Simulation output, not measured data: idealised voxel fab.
process module | voxel transistor to metal
Section cut is 175 nm wide and gridded with 5 nm square cells.
In what follows, cross-sections appear as grids of square cells, described through bands that run from the top down, where every band is one or more rows of cells. The band entry comprises the height of the band's top followed by the height of its bottom, expressed in nm, and subsequently the band's materials from left to right, each stated together with its width in nm. Where a single material is marked with the word "full width", that material fills the band from edge to edge. The word "empty" represents empty space. Measure heights from 0. That's the level where, below it, the as-received wafer is all one material. The lowest band is bottomless and extends downward; write it as in "0 nm and below". Note: "30->40" means the width goes from the first number (top row of the band) to the second number (bottom row) in equal steps per row of cells. The designation "no alteration", where it is given for a processing step, indicates that no cell of the cross-section was altered in the course of that step. "Completely sealed voids": sealed empty spaces, 8 cells or more, no open way to top, listed width x height at distance, with distance from the left edge and width, height and distance in nm. Whatever follows a step's settings on its line is a remark the simulator itself makes about that step. What "overlay nm" on a step's line means: if the step has a mask, that mask lay this far to the right of its planned place, or, when the value is negative, to the left.
Planned process steps
| 1 | RECEIVE with material Si |
| 2 | CONFORMAL_DEP with material SiO2, thk nm 5 |
| 3 | CONFORMAL_DEP with material SiN, thk nm 10 |
| 4 | PATTERN with tone cover, mask id ACTIVE, material resist, width nm 115, thk nm 15, overlay nm 0 |
| 5 | DIRECTIONAL_ETCH with etch materials SiN, depth nm 10 |
| 6 | DIRECTIONAL_ETCH with etch materials SiO2, depth nm 5 |
| 7 | DIRECTIONAL_ETCH with etch materials Si, depth nm 30 |
| 8 | STRIP with etch materials resist |
| 9 | FILL_DEP with material SiO2, thk nm 10 |
| 10 | CMP with height nm 15 |
| 11 | SELECTIVE_ETCH with etch materials SiO2, depth nm 5 |
| 12 | STRIP with etch materials SiN |
| 13 | SELECTIVE_ETCH with etch materials SiO2, depth nm 5 |
| 14 | OXIDIZE with depth nm 5 |
| 15 | DIRECTIONAL_DEP with material polySi, thk nm 25 |
| 16 | DIRECTIONAL_DEP with material SiCN, thk nm 10 |
| 17 | DIRECTIONAL_DEP with material aC, thk nm 15 |
| 18 | PATTERN with tone cover, mask id GATE, material resist, width nm 25, thk nm 30, overlay nm 0 |
| 19 | DIRECTIONAL_ETCH with etch materials aC, depth nm 15 |
| 20 | STRIP with etch materials resist |
| 21 | DIRECTIONAL_ETCH with etch materials SiCN, depth nm 20 |
| 22 | DIRECTIONAL_ETCH with etch materials polySi, depth nm 35 |
| 23 | STRIP with etch materials aC |
| 24 | CONFORMAL_DEP with material SiO2, thk nm 5 |
| 25 | DIRECTIONAL_ETCH with etch materials SiO2, depth nm 5 |
| 26 | CONFORMAL_DEP with material SiN, thk nm 10 |
| 27 | DIRECTIONAL_ETCH with etch materials SiN, depth nm 10 |
| 28 | DIRECTIONAL_ETCH with etch materials SiO2, depth nm 5 |
| 29 | EPI with material SiGe, thk nm 5 |
| 30 | FILL_DEP with material SiO2, thk nm 5 |
| 31 | CMP with height nm 25 |
| 32 | STRIP with etch materials polySi |
| 33 | SELECTIVE_ETCH with etch materials SiO2, depth nm 5 |
| 34 | CONFORMAL_DEP with material HfO2, thk nm 5 |
| 35 | CONFORMAL_DEP with material TiN, thk nm 5 |
| 36 | FILL_DEP with material W, thk nm 5 |
| 37 | CMP with height nm 20 |
| 38 | DIRECTIONAL_DEP with material SiO2, thk nm 15 |
| 39 | DIRECTIONAL_DEP with material aC, thk nm 10 |
| 40 | PATTERN with tone open, mask id CONTACT, material resist, width nm 15, pitch nm 80, thk nm 25, overlay nm 0 |
| 41 | DIRECTIONAL_ETCH with etch materials aC, depth nm 10 |
| 42 | STRIP with etch materials resist |
| 43 | DIRECTIONAL_ETCH with etch materials SiO2, depth nm 35 |
| 44 | STRIP with etch materials aC |
| 45 | CONFORMAL_DEP with material TiN, thk nm 5 |
| 46 | FILL_DEP with material Ru, thk nm 5 |
| 47 | CMP with height nm 35 |
| 48 | CONFORMAL_DEP with material SiN, thk nm 5 |
| 49 | DIRECTIONAL_DEP with material SiO2, thk nm 15 |
| 50 | MASKED_ETCH with tone open, mask id METAL_1, width nm 15, pitch nm 80, etch materials SiO2, depth nm 15, overlay nm 0 |
| 51 | MASKED_ETCH with tone open, mask id METAL_1, width nm 15, pitch nm 80, etch materials SiN, depth nm 5, overlay nm 0 |
| 52 | CONFORMAL_DEP with material TiN, thk nm 5 |
| 53 | FILL_DEP with material Cu, thk nm 10 |
| 54 | CMP with height nm 55 |
| 55 | EPI with material Ru, thk nm 5 |
| 56 | FILL_DEP with material SiCN, thk nm 5 |
| 57 | DIRECTIONAL_DEP with material SiO2, thk nm 30 |
| 58 | MASKED_ETCH with tone open, mask id METAL_2, width nm 15, pitch nm 80, etch materials SiO2, depth nm 20, overlay nm 0 |
| 59 | PATTERN with tone open, mask id METAL_2_HOLES, material resist, width nm 15, pitch nm 80, thk nm 20, overlay nm 0 |
| 60 | DIRECTIONAL_ETCH with etch materials SiO2, depth nm 10 |
| 61 | DIRECTIONAL_ETCH with etch materials SiCN, depth nm 5 |
| 62 | STRIP with etch materials resist |
| 63 | CONFORMAL_DEP with material TiN, thk nm 5 |
| 64 | FILL_DEP with material Cu, thk nm 10 |
| 65 | CMP with height nm 95 |
| 66 | CONFORMAL_DEP with material SiCN, thk nm 5 |
First wafer, two in total, run as planned
Incoming wafer in cross-section (state: after step 1)
- 0 nm and below | Si full width
- Completely sealed voids: none
After step 2, in cross-section
- 5 nm to 0 nm | SiO2 full width
- Nothing below the height 0 has changed.
After step 3, in cross-section
- 15 nm to 5 nm | SiN full width
- Nothing below the height 5 has changed.
After step 4, in cross-section
- 30 nm to 15 nm | empty 30, resist 115, empty 30
- Nothing below the height 15 has changed.
After step 5, in cross-section
- 30 nm to 15 nm | empty 30, resist 115, empty 30
- 15 nm to 5 nm | empty 30, SiN 115, empty 30
- Nothing below the height 5 has changed.
After step 6, in cross-section
- 30 nm to 15 nm | empty 30, resist 115, empty 30
- 15 nm to 5 nm | empty 30, SiN 115, empty 30
- 5 nm to 0 nm | empty 30, SiO2 115, empty 30
- Nothing below the height 0 has changed.
After step 7, in cross-section
- 30 nm to 15 nm | empty 30, resist 115, empty 30
- 15 nm to 5 nm | empty 30, SiN 115, empty 30
- 5 nm to 0 nm | empty 30, SiO2 115, empty 30
- 0 nm to -30 nm | empty 30, Si 115, empty 30
- Nothing below the height -30 has changed.
After step 8, in cross-section
- 15 nm to 5 nm | empty 30, SiN 115, empty 30
- Nothing below the height 5 has changed.
After step 9, in cross-section
- 25 nm to 15 nm | SiO2 full width
- 15 nm to 5 nm | SiO2 30, SiN 115, SiO2 30
- 5 nm to 0 nm | SiO2 full width
- 0 nm to -30 nm | SiO2 30, Si 115, SiO2 30
- Nothing below the height -30 has changed.
After step 10, in cross-section
- 15 nm to 5 nm | SiO2 30, SiN 115, SiO2 30
- Nothing below the height 5 has changed.
After step 11, in cross-section
- 15 nm to 10 nm | empty 30, SiN 115, empty 30
- Nothing below the height 10 has changed.
After step 12, in cross-section
- 10 nm to 5 nm | SiO2 30, empty 115, SiO2 30
- Nothing below the height 5 has changed.
After step 13, in cross-section
- 5 nm to 0 nm | SiO2 25, empty 125, SiO2 25
- Nothing below the height 0 has changed.
After step 14, in cross-section
- 5 nm to 0 nm | SiO2 25, empty 125, SiO2 25
- 0 nm to -5 nm | SiO2 full width
- Nothing below the height -5 has changed.
After step 15, in cross-section
- 30 nm to 25 nm | polySi 25, empty 125, polySi 25
- 25 nm to 5 nm | polySi full width
- 5 nm to 0 nm | SiO2 25, polySi 125, SiO2 25
- Nothing below the height 0 has changed.
After step 16, in cross-section
- 40 nm to 35 nm | SiCN 25, empty 125, SiCN 25
- 35 nm to 30 nm | SiCN full width
- 30 nm to 25 nm | polySi 25, SiCN 125, polySi 25
- Nothing below the height 25 has changed.
After step 17, in cross-section
- 55 nm to 50 nm | aC 25, empty 125, aC 25
- 50 nm to 40 nm | aC full width
- 40 nm to 35 nm | SiCN 25, aC 125, SiCN 25
- Nothing below the height 35 has changed.
After step 18, in cross-section
- 85 nm to 55 nm | empty 75, resist 25, empty 75
- 55 nm to 50 nm | aC 25, empty 50, resist 25, empty 50, aC 25
- Nothing below the height 50 has changed.
After step 19, in cross-section
- 70 nm to 50 nm | empty 75, resist 25, empty 75
- 50 nm to 40 nm | empty 75, aC 25, empty 75
- 40 nm to 35 nm | SiCN 25, empty 50, aC 25, empty 50, SiCN 25
- Nothing below the height 35 has changed.
After step 20, in cross-section
- 50 nm to 40 nm | empty 75, aC 25, empty 75
- Nothing below the height 40 has changed.
After step 21, in cross-section
- 50 nm to 35 nm | empty 75, aC 25, empty 75
- 35 nm to 30 nm | empty 75, SiCN 25, empty 75
- 30 nm to 25 nm | polySi 25, empty 50, SiCN 25, empty 50, polySi 25
- Nothing below the height 25 has changed.
After step 22, in cross-section
- 50 nm to 35 nm | empty 75, aC 25, empty 75
- 35 nm to 25 nm | empty 75, SiCN 25, empty 75
- 25 nm to 5 nm | empty 75, polySi 25, empty 75
- 5 nm to 0 nm | SiO2 25, empty 50, polySi 25, empty 50, SiO2 25
- Nothing below the height 0 has changed.
After step 23, in cross-section
- 35 nm to 25 nm | empty 75, SiCN 25, empty 75
- Nothing below the height 25 has changed.
After step 24, in cross-section
- 40 nm to 35 nm | empty 70, SiO2 35, empty 70
- 35 nm to 25 nm | empty 70, SiO2 5, SiCN 25, SiO2 5, empty 70
- 25 nm to 10 nm | empty 70, SiO2 5, polySi 25, SiO2 5, empty 70
- 10 nm to 5 nm | SiO2 30, empty 40, SiO2 5, polySi 25, SiO2 5, empty 40, SiO2 30
- 5 nm to 0 nm | SiO2 75, polySi 25, SiO2 75
- Nothing below the height 0 has changed.
After step 25, in cross-section
- 35 nm to 25 nm | empty 70, SiO2 5, SiCN 25, SiO2 5, empty 70
- 25 nm to 5 nm | empty 70, SiO2 5, polySi 25, SiO2 5, empty 70
- 5 nm to 0 nm | SiO2 30, empty 40, SiO2 5, polySi 25, SiO2 5, empty 40, SiO2 30
- Nothing below the height 0 has changed.
After step 26, in cross-section
- 45 nm to 35 nm | empty 60, SiN 55, empty 60
- 35 nm to 25 nm | empty 60, SiN 10, SiO2 5, SiCN 25, SiO2 5, SiN 10, empty 60
- 25 nm to 15 nm | empty 60, SiN 10, SiO2 5, polySi 25, SiO2 5, SiN 10, empty 60
- 15 nm to 10 nm | SiN 40, empty 20, SiN 10, SiO2 5, polySi 25, SiO2 5, SiN 10, empty 20, SiN 40
- 10 nm to 5 nm | SiN 70, SiO2 5, polySi 25, SiO2 5, SiN 70
- 5 nm to 0 nm | SiO2 30, SiN 40, SiO2 5, polySi 25, SiO2 5, SiN 40, SiO2 30
- Nothing below the height 0 has changed.
After step 27, in cross-section
- 35 nm to 25 nm | empty 60, SiN 10, SiO2 5, SiCN 25, SiO2 5, SiN 10, empty 60
- 25 nm to 5 nm | empty 60, SiN 10, SiO2 5, polySi 25, SiO2 5, SiN 10, empty 60
- 5 nm to 0 nm | SiO2 30, SiN 10, empty 20, SiN 10, SiO2 5, polySi 25, SiO2 5, SiN 10, empty 20, SiN 10, SiO2 30
- Nothing below the height 0 has changed.
After step 28, in cross-section
- 35 nm to 30 nm | empty 60, SiN 10, empty 5, SiCN 25, empty 5, SiN 10, empty 60
- 30 nm to 25 nm | empty 60, SiN 10, SiO2 5, SiCN 25, SiO2 5, SiN 10, empty 60
- 25 nm to 5 nm | empty 60, SiN 10, SiO2 5, polySi 25, SiO2 5, SiN 10, empty 60
- 5 nm to 0 nm | empty 30, SiN 10, empty 20, SiN 10, SiO2 5, polySi 25, SiO2 5, SiN 10, empty 20, SiN 10, empty 30
- 0 nm to -5 nm | SiO2 40, empty 20, SiO2 55, empty 20, SiO2 40
- Nothing below the height -5 has changed.
After step 29, in cross-section
- 35 nm to 30 nm | empty 60, SiN 10, empty 5, SiCN 25, empty 5, SiN 10, empty 60
- 30 nm to 25 nm | empty 60, SiN 10, SiO2 5, SiCN 25, SiO2 5, SiN 10, empty 60
- 25 nm to 5 nm | empty 60, SiN 10, SiO2 5, polySi 25, SiO2 5, SiN 10, empty 60
- 5 nm to 0 nm | empty 30, SiN 10, empty 20, SiN 10, SiO2 5, polySi 25, SiO2 5, SiN 10, empty 20, SiN 10, empty 30
- 0 nm to -5 nm | SiO2 40, SiGe 20, SiO2 55, SiGe 20, SiO2 40
- Nothing below the height -5 has changed.
After step 30, in cross-section
- 40 nm to 35 nm | SiO2 full width
- 35 nm to 25 nm | SiO2 60, SiN 10, SiO2 5, SiCN 25, SiO2 5, SiN 10, SiO2 60
- 25 nm to 5 nm | SiO2 60, SiN 10, SiO2 5, polySi 25, SiO2 5, SiN 10, SiO2 60
- 5 nm to 0 nm | SiO2 30, SiN 10, SiO2 20, SiN 10, SiO2 5, polySi 25, SiO2 5, SiN 10, SiO2 20, SiN 10, SiO2 30
- Nothing below the height 0 has changed.
After step 31, in cross-section
- 25 nm to 5 nm | SiO2 60, SiN 10, SiO2 5, polySi 25, SiO2 5, SiN 10, SiO2 60
- Nothing below the height 5 has changed.
After step 32, in cross-section
- 25 nm to 5 nm | SiO2 60, SiN 10, SiO2 5, empty 25, SiO2 5, SiN 10, SiO2 60
- 5 nm to 0 nm | SiO2 30, SiN 10, SiO2 20, SiN 10, SiO2 5, empty 25, SiO2 5, SiN 10, SiO2 20, SiN 10, SiO2 30
- Nothing below the height 0 has changed.
After step 33, in cross-section
- 25 nm to 20 nm | empty 60, SiN 10, empty 35, SiN 10, empty 60
- 20 nm to 5 nm | SiO2 60, SiN 10, empty 35, SiN 10, SiO2 60
- 5 nm to 0 nm | SiO2 30, SiN 10, SiO2 20, SiN 10, empty 35, SiN 10, SiO2 20, SiN 10, SiO2 30
- 0 nm to -5 nm | SiO2 40, SiGe 20, SiO2 10, empty 35, SiO2 10, SiGe 20, SiO2 40
- Nothing below the height -5 has changed.
After step 34, in cross-section
- 30 nm to 25 nm | empty 55, HfO2 20, empty 25, HfO2 20, empty 55
- 25 nm to 20 nm | HfO2 60, SiN 10, HfO2 5, empty 25, HfO2 5, SiN 10, HfO2 60
- 20 nm to 5 nm | SiO2 60, SiN 10, HfO2 5, empty 25, HfO2 5, SiN 10, SiO2 60
- 5 nm to 0 nm | SiO2 30, SiN 10, SiO2 20, SiN 10, HfO2 5, empty 25, HfO2 5, SiN 10, SiO2 20, SiN 10, SiO2 30
- 0 nm to -5 nm | SiO2 40, SiGe 20, SiO2 10, HfO2 35, SiO2 10, SiGe 20, SiO2 40
- Nothing below the height -5 has changed.
After step 35, in cross-section
- 35 nm to 30 nm | empty 50, TiN 30, empty 15, TiN 30, empty 50
- 30 nm to 25 nm | TiN 55, HfO2 20, TiN 5, empty 15, TiN 5, HfO2 20, TiN 55
- 25 nm to 20 nm | HfO2 60, SiN 10, HfO2 5, TiN 5, empty 15, TiN 5, HfO2 5, SiN 10, HfO2 60
- 20 nm to 5 nm | SiO2 60, SiN 10, HfO2 5, TiN 5, empty 15, TiN 5, HfO2 5, SiN 10, SiO2 60
- 5 nm to 0 nm | SiO2 30, SiN 10, SiO2 20, SiN 10, HfO2 5, TiN 25, HfO2 5, SiN 10, SiO2 20, SiN 10, SiO2 30
- Nothing below the height 0 has changed.
After step 36, in cross-section
- 40 nm to 35 nm | W full width
- 35 nm to 30 nm | W 50, TiN 30, W 15, TiN 30, W 50
- 30 nm to 25 nm | TiN 55, HfO2 20, TiN 5, W 15, TiN 5, HfO2 20, TiN 55
- 25 nm to 20 nm | HfO2 60, SiN 10, HfO2 5, TiN 5, W 15, TiN 5, HfO2 5, SiN 10, HfO2 60
- 20 nm to 5 nm | SiO2 60, SiN 10, HfO2 5, TiN 5, W 15, TiN 5, HfO2 5, SiN 10, SiO2 60
- Nothing below the height 5 has changed.
After step 37, in cross-section
- 20 nm to 5 nm | SiO2 60, SiN 10, HfO2 5, TiN 5, W 15, TiN 5, HfO2 5, SiN 10, SiO2 60
- Nothing below the height 5 has changed.
After step 38, in cross-section
- 35 nm to 20 nm | SiO2 full width
- Nothing below the height 20 has changed.
After step 39, in cross-section
- 45 nm to 35 nm | aC full width
- Nothing below the height 35 has changed.
After step 40, in cross-section
- 70 nm to 45 nm | resist 40, empty 15, resist 65, empty 15, resist 40
- Nothing below the height 45 has changed.
After step 41, in cross-section
- 60 nm to 45 nm | resist 40, empty 15, resist 65, empty 15, resist 40
- 45 nm to 35 nm | aC 40, empty 15, aC 65, empty 15, aC 40
- Nothing below the height 35 has changed.
After step 42, in cross-section
- 45 nm to 35 nm | aC 40, empty 15, aC 65, empty 15, aC 40
- Nothing below the height 35 has changed.
After step 43, in cross-section
- 45 nm to 35 nm | aC 40, empty 15, aC 65, empty 15, aC 40
- 35 nm to 20 nm | SiO2 40, empty 15, SiO2 65, empty 15, SiO2 40
- 20 nm to 5 nm | SiO2 40, empty 15, SiO2 5, SiN 10, HfO2 5, TiN 5, W 15, TiN 5, HfO2 5, SiN 10, SiO2 5, empty 15, SiO2 40
- 5 nm to 0 nm | SiO2 30, SiN 10, empty 15, SiO2 5, SiN 10, HfO2 5, TiN 25, HfO2 5, SiN 10, SiO2 5, empty 15, SiN 10, SiO2 30
- Nothing below the height 0 has changed.
After step 44, in cross-section
- 35 nm to 20 nm | SiO2 40, empty 15, SiO2 65, empty 15, SiO2 40
- Nothing below the height 20 has changed.
After step 45, in cross-section
- 40 nm to 35 nm | TiN 45, empty 5, TiN 75, empty 5, TiN 45
- 35 nm to 20 nm | SiO2 40, TiN 5, empty 5, TiN 5, SiO2 65, TiN 5, empty 5, TiN 5, SiO2 40
- 20 nm to 5 nm | SiO2 40, TiN 5, empty 5, TiN 5, SiO2 5, SiN 10, HfO2 5, TiN 5, W 15, TiN 5, HfO2 5, SiN 10, SiO2 5, TiN 5, empty 5, TiN 5, SiO2 40
- 5 nm to 0 nm | SiO2 30, SiN 10, TiN 15, SiO2 5, SiN 10, HfO2 5, TiN 25, HfO2 5, SiN 10, SiO2 5, TiN 15, SiN 10, SiO2 30
- Nothing below the height 0 has changed.
After step 46, in cross-section
- 45 nm to 40 nm | Ru full width
- 40 nm to 35 nm | TiN 45, Ru 5, TiN 75, Ru 5, TiN 45
- 35 nm to 20 nm | SiO2 40, TiN 5, Ru 5, TiN 5, SiO2 65, TiN 5, Ru 5, TiN 5, SiO2 40
- 20 nm to 5 nm | SiO2 40, TiN 5, Ru 5, TiN 5, SiO2 5, SiN 10, HfO2 5, TiN 5, W 15, TiN 5, HfO2 5, SiN 10, SiO2 5, TiN 5, Ru 5, TiN 5, SiO2 40
- Nothing below the height 5 has changed.
After step 47, in cross-section
- 35 nm to 20 nm | SiO2 40, TiN 5, Ru 5, TiN 5, SiO2 65, TiN 5, Ru 5, TiN 5, SiO2 40
- Nothing below the height 20 has changed.
After step 48, in cross-section
- 40 nm to 35 nm | SiN full width
- Nothing below the height 35 has changed.
After step 49, in cross-section
- 55 nm to 40 nm | SiO2 full width
- Nothing below the height 40 has changed.
After step 50, in cross-section
- 55 nm to 40 nm | SiO2 40, empty 15, SiO2 65, empty 15, SiO2 40
- Nothing below the height 40 has changed.
After step 51, in cross-section
- 55 nm to 40 nm | SiO2 40, empty 15, SiO2 65, empty 15, SiO2 40
- 40 nm to 35 nm | SiN 40, empty 15, SiN 65, empty 15, SiN 40
- Nothing below the height 35 has changed.
After step 52, in cross-section
- 60 nm to 55 nm | TiN 45, empty 5, TiN 75, empty 5, TiN 45
- 55 nm to 40 nm | SiO2 40, TiN 5, empty 5, TiN 5, SiO2 65, TiN 5, empty 5, TiN 5, SiO2 40
- 40 nm to 35 nm | SiN 40, TiN 15, SiN 65, TiN 15, SiN 40
- Nothing below the height 35 has changed.
After step 53, in cross-section
- 70 nm to 60 nm | Cu full width
- 60 nm to 55 nm | TiN 45, Cu 5, TiN 75, Cu 5, TiN 45
- 55 nm to 40 nm | SiO2 40, TiN 5, Cu 5, TiN 5, SiO2 65, TiN 5, Cu 5, TiN 5, SiO2 40
- Nothing below the height 40 has changed.
After step 54, in cross-section
- 55 nm to 40 nm | SiO2 40, TiN 5, Cu 5, TiN 5, SiO2 65, TiN 5, Cu 5, TiN 5, SiO2 40
- Nothing below the height 40 has changed.
After step 55, in cross-section
- 60 nm to 55 nm | empty 35, Ru 25, empty 55, Ru 25, empty 35
- Nothing below the height 55 has changed.
After step 56, in cross-section
- 65 nm to 60 nm | SiCN full width
- 60 nm to 55 nm | SiCN 35, Ru 25, SiCN 55, Ru 25, SiCN 35
- Nothing below the height 55 has changed.
After step 57, in cross-section
- 95 nm to 65 nm | SiO2 full width
- Nothing below the height 65 has changed.
After step 58, in cross-section
- 95 nm to 75 nm | SiO2 40, empty 15, SiO2 65, empty 15, SiO2 40
- Nothing below the height 75 has changed.
After step 59, in cross-section
- 115 nm to 95 nm | resist 40, empty 15, resist 65, empty 15, resist 40
- Nothing below the height 95 has changed.
After step 60, in cross-section
- 115 nm to 95 nm | resist 40, empty 15, resist 65, empty 15, resist 40
- 95 nm to 65 nm | SiO2 40, empty 15, SiO2 65, empty 15, SiO2 40
- Nothing below the height 65 has changed.
After step 61, in cross-section
- 115 nm to 95 nm | resist 40, empty 15, resist 65, empty 15, resist 40
- 95 nm to 65 nm | SiO2 40, empty 15, SiO2 65, empty 15, SiO2 40
- 65 nm to 60 nm | SiCN 40, empty 15, SiCN 65, empty 15, SiCN 40
- Nothing below the height 60 has changed.
After step 62, in cross-section
- 95 nm to 65 nm | SiO2 40, empty 15, SiO2 65, empty 15, SiO2 40
- Nothing below the height 65 has changed.
After step 63, in cross-section
- 100 nm to 95 nm | TiN 45, empty 5, TiN 75, empty 5, TiN 45
- 95 nm to 65 nm | SiO2 40, TiN 5, empty 5, TiN 5, SiO2 65, TiN 5, empty 5, TiN 5, SiO2 40
- 65 nm to 60 nm | SiCN 40, TiN 15, SiCN 65, TiN 15, SiCN 40
- Nothing below the height 60 has changed.
After step 64, in cross-section
- 110 nm to 100 nm | Cu full width
- 100 nm to 95 nm | TiN 45, Cu 5, TiN 75, Cu 5, TiN 45
- 95 nm to 65 nm | SiO2 40, TiN 5, Cu 5, TiN 5, SiO2 65, TiN 5, Cu 5, TiN 5, SiO2 40
- Nothing below the height 65 has changed.
After step 65, in cross-section
- 95 nm to 65 nm | SiO2 40, TiN 5, Cu 5, TiN 5, SiO2 65, TiN 5, Cu 5, TiN 5, SiO2 40
- Nothing below the height 65 has changed.
After step 66, in cross-section
- 100 nm to 95 nm | SiCN full width
- Nothing below the height 95 has changed.
The Second Wafer: Common Origin and Plan, One Mistake in Execution, Identical to the First Through Step 50
The second wafer cut through, at the time step 51 was supposed to be finished
- 55 nm to 40 nm | SiO2 40, empty 15, SiO2 65, empty 15, SiO2 40
- 40 nm to 35 nm | SiN 50, empty 5, SiN 75, empty 5, SiN 40
- Nothing below the height 35 has changed.
The second wafer cut through, at the time step 52 was supposed to be finished
- 60 nm to 55 nm | TiN 45, empty 5, TiN 75, empty 5, TiN 45
- 55 nm to 45 nm | SiO2 40, TiN 5, empty 5, TiN 5, SiO2 65, TiN 5, empty 5, TiN 5, SiO2 40
- 45 nm to 40 nm | SiO2 40, TiN 15, SiO2 65, TiN 15, SiO2 40
- 40 nm to 35 nm | SiN 50, TiN 5, SiN 75, TiN 5, SiN 40
- Nothing below the height 35 has changed.
The second wafer cut through, at the time step 53 was supposed to be finished
- 70 nm to 60 nm | Cu full width
- 60 nm to 55 nm | TiN 45, Cu 5, TiN 75, Cu 5, TiN 45
- 55 nm to 45 nm | SiO2 40, TiN 5, Cu 5, TiN 5, SiO2 65, TiN 5, Cu 5, TiN 5, SiO2 40
- Nothing below the height 45 has changed.
The second wafer cut through, at the time step 54 was supposed to be finished
- 55 nm to 45 nm | SiO2 40, TiN 5, Cu 5, TiN 5, SiO2 65, TiN 5, Cu 5, TiN 5, SiO2 40
- Nothing below the height 45 has changed.
The second wafer cut through, at the time step 55 was supposed to be finished
- 60 nm to 55 nm | empty 35, Ru 25, empty 55, Ru 25, empty 35
- Nothing below the height 55 has changed.
The second wafer cut through, at the time step 56 was supposed to be finished
- 65 nm to 60 nm | SiCN full width
- 60 nm to 55 nm | SiCN 35, Ru 25, SiCN 55, Ru 25, SiCN 35
- Nothing below the height 55 has changed.
The second wafer cut through, at the time step 57 was supposed to be finished
- 95 nm to 65 nm | SiO2 full width
- Nothing below the height 65 has changed.
The second wafer cut through, at the time step 58 was supposed to be finished
- 95 nm to 75 nm | SiO2 40, empty 15, SiO2 65, empty 15, SiO2 40
- Nothing below the height 75 has changed.
The second wafer cut through, at the time step 59 was supposed to be finished
- 115 nm to 95 nm | resist 40, empty 15, resist 65, empty 15, resist 40
- Nothing below the height 95 has changed.
The second wafer cut through, at the time step 60 was supposed to be finished
- 115 nm to 95 nm | resist 40, empty 15, resist 65, empty 15, resist 40
- 95 nm to 65 nm | SiO2 40, empty 15, SiO2 65, empty 15, SiO2 40
- Nothing below the height 65 has changed.
The second wafer cut through, at the time step 61 was supposed to be finished
- 115 nm to 95 nm | resist 40, empty 15, resist 65, empty 15, resist 40
- 95 nm to 65 nm | SiO2 40, empty 15, SiO2 65, empty 15, SiO2 40
- 65 nm to 60 nm | SiCN 40, empty 15, SiCN 65, empty 15, SiCN 40
- Nothing below the height 60 has changed.
The second wafer cut through, at the time step 62 was supposed to be finished
- 95 nm to 65 nm | SiO2 40, empty 15, SiO2 65, empty 15, SiO2 40
- Nothing below the height 65 has changed.
The second wafer cut through, at the time step 63 was supposed to be finished
- 100 nm to 95 nm | TiN 45, empty 5, TiN 75, empty 5, TiN 45
- 95 nm to 65 nm | SiO2 40, TiN 5, empty 5, TiN 5, SiO2 65, TiN 5, empty 5, TiN 5, SiO2 40
- 65 nm to 60 nm | SiCN 40, TiN 15, SiCN 65, TiN 15, SiCN 40
- Nothing below the height 60 has changed.
The second wafer cut through, at the time step 64 was supposed to be finished
- 110 nm to 100 nm | Cu full width
- 100 nm to 95 nm | TiN 45, Cu 5, TiN 75, Cu 5, TiN 45
- 95 nm to 65 nm | SiO2 40, TiN 5, Cu 5, TiN 5, SiO2 65, TiN 5, Cu 5, TiN 5, SiO2 40
- Nothing below the height 65 has changed.
The second wafer cut through, at the time step 65 was supposed to be finished
- 95 nm to 65 nm | SiO2 40, TiN 5, Cu 5, TiN 5, SiO2 65, TiN 5, Cu 5, TiN 5, SiO2 40
- Nothing below the height 65 has changed.
The second wafer cut through, at the time step 66 was supposed to be finished
- 100 nm to 95 nm | SiCN full width
- Nothing below the height 95 has changed.
Nonconformance to the process plan: off-plan run, step 51, actual operation and settings MASKED_ETCH with tone open, mask id METAL_1, width nm 15, pitch nm 80, etch materials SiN, depth nm 5, overlay nm 10
End of process, cell counts, second wafer against first, materials with more or fewer: 2 fewer of Cu; 4 more of SiN; 2 fewer of TiN
